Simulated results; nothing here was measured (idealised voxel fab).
process module | voxel ribs on slabs
Cross-sectional view cut (width: 195 nm; square cell size: 5 nm).
Reading order for cross-sections: top band down to bottom band. Underlying form: a grid of square cells. Band size: one or more rows of cells. First you get the band's top height and its bottom height, in nm, and then the materials it's made of, left to right, with each width in nm. If you see a single material with "edge to edge", that one covers the band edge to edge. "blank" is empty space. Height is counted from the level 0, under which the received wafer is composed throughout of one material. The lowest of the bands is not closed at the bottom but continues downward, in the notation "0 down". Note: "30->40" means the width goes from the first number (top row of the band) to the second number (bottom row) in equal steps per row of cells. Given "everything unchanged" for a step, no cell of the cross-section differs between before and after that step. In "Non-vented voids" the enclosed voids are listed, meaning empty spaces of 8 cells or larger without any opening to the top. The form is width x height at distance, distance from the left edge, units nm. Read whatever lies past the settings on a step's line as the simulator's own remark about the step. overlay nm: how far to the right of its planned place the mask lay on this masked step (negative: to the left).
These are the steps we planned for the process
1) RECEIVE | material Si
2) DIRECTIONAL_DEP | material SiO2 | thk nm 25
3) DIRECTIONAL_DEP | material SiN | thk nm 15
4) MASKED_ETCH | tone cover | mask id RIB | width nm 25 | etch materials SiN | depth nm 10 | overlay nm 0
5) DIRECTIONAL_DEP | material aC | thk nm 15
6) PATTERN | tone cover | mask id SLAB | material resist | width nm 85 | thk nm 35 | overlay nm 0
7) DIRECTIONAL_ETCH | etch materials aC | depth nm 15
8) STRIP | etch materials resist
9) DIRECTIONAL_ETCH | etch materials SiN | depth nm 5
10) STRIP | etch materials aC
11) FILL_DEP | material SiO2 | thk nm 20
12) CMP | height nm 55
13) DIRECTIONAL_DEP | material TiN | thk nm 10
14) MASKED_ETCH | tone cover | mask id HEATER | width nm 35 | etch materials TiN | depth nm 10 | overlay nm 0
15) CONFORMAL_DEP | material SiN | thk nm 5
Wafer at receipt (post step 1), cross-section
> 0 down = Si edge to edge
> Non-vented voids: none
Same starting wafer, same plan as above, one mistake in the execution; this is the cross-section at the end of the module
> 60 to 55 = blank: 75 / SiN: 45 / blank: 75
> 55 to 50 = blank: 75 / SiN: 5 / TiN: 35 / SiN: 5 / blank: 75
> 50 to 45 = SiN: 80 / TiN: 35 / SiN: 80
> 45 to 40 = SiO2 edge to edge
> 40 to 30 = SiO2: 85 / SiN: 25 / SiO2: 85
> 30 to 25 = SiO2: 55 / SiN: 85 / SiO2: 55
> 25 to 0 = SiO2 edge to edge
> 0 down = Si edge to edge
> Non-vented voids: none
So what did we get wrong on this run? step 12, actual vs plan mismatch, actual run CMP | height nm 45
